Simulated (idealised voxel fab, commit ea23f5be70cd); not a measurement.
voxel lift off: a process module
The cross-section shown here is cut; it is 275 nm wide and divided into square cells measuring 5 nm on a side.
Each cross-section below is a grid of square cells, stated as bands in top-down order, with one or more rows of cells making up each band.
First you get the band's top height and its bottom height, in nm, and then the materials it's made of, left to right, with each width in nm. If you see a single material with "throughout", that one covers the band edge to edge. "empty" is empty space.
It should be noted that heights are counted from 0, beneath which the wafer as supplied is of one material throughout, and that the lowest band possesses no lower boundary but continues downward, as written in "0 and below".
So if you see something like "30..40" for the width, read it as the top row of the band sitting at the first number and the bottom row at the second, with every row in between moving by the same amount as the last.
For the purposes of this document, the phrase "remained the same" attached to a step denotes that no cell within the cross-section was modified by that step.
Enclosed voids (no open way to top), threshold 8 cells or more, entry "Unvented voids", notation width x height at distance, distance from left edge, nm.
Read whatever lies past the settings on a step's line as the simulator's own remark about the step.
"overlay nm" on a masked step: distance the mask lay right of its planned place, negative for left.

# Steps planned for the process
step 1: RECEIVE (material Si)
step 2: CONFORMAL_DEP (material SiN; thk nm 15)
step 3: PATTERN (tone open; mask id LINES; material resist; width nm 30; pitch nm 50; thk nm 15; overlay nm 0)
step 4: DIRECTIONAL_DEP (material Ru; thk nm 5)
step 5: STRIP (etch materials resist)
step 6: CONFORMAL_DEP (material SiN; thk nm 10)

# This is the cross-section of the wafer as we received it, i.e. after step 1
* 0 and below  Si throughout
* Unvented voids: none

# As-planned run: cross-section of the first of two wafers at end of module
* 30 down to 25  60 of empty; 150 of SiN; 65 of empty
* 25 down to 20  SiN throughout
* 20 down to 15  70 of SiN; 30 of Ru; 20 of SiN; 30 of Ru; 20 of SiN; 30 of Ru; 75 of SiN
* 15 down to 0  SiN throughout
* 0 and below  Si throughout
* Unvented voids: none

# Cross-sectional view: second of two wafers, end of module; start and plan identical to the first, one mistake in running
* 35 down to 30  60 of empty; 150 of SiN; 65 of empty
* 30 down to 25  SiN throughout
* 25 down to 20  70 of SiN; 30 of Ru; 20 of SiN; 30 of Ru; 20 of SiN; 30 of Ru; 75 of SiN
* 20 down to 0  SiN throughout
* 0 and below  Si throughout
* Unvented voids: none
Against the plan, the run slipped here: off-plan run, step 2, actual operation and settings CONFORMAL_DEP (material SiN; thk nm 20)
The second wafer ends with more or fewer cells of some materials than the first, per final count: +55 SiN
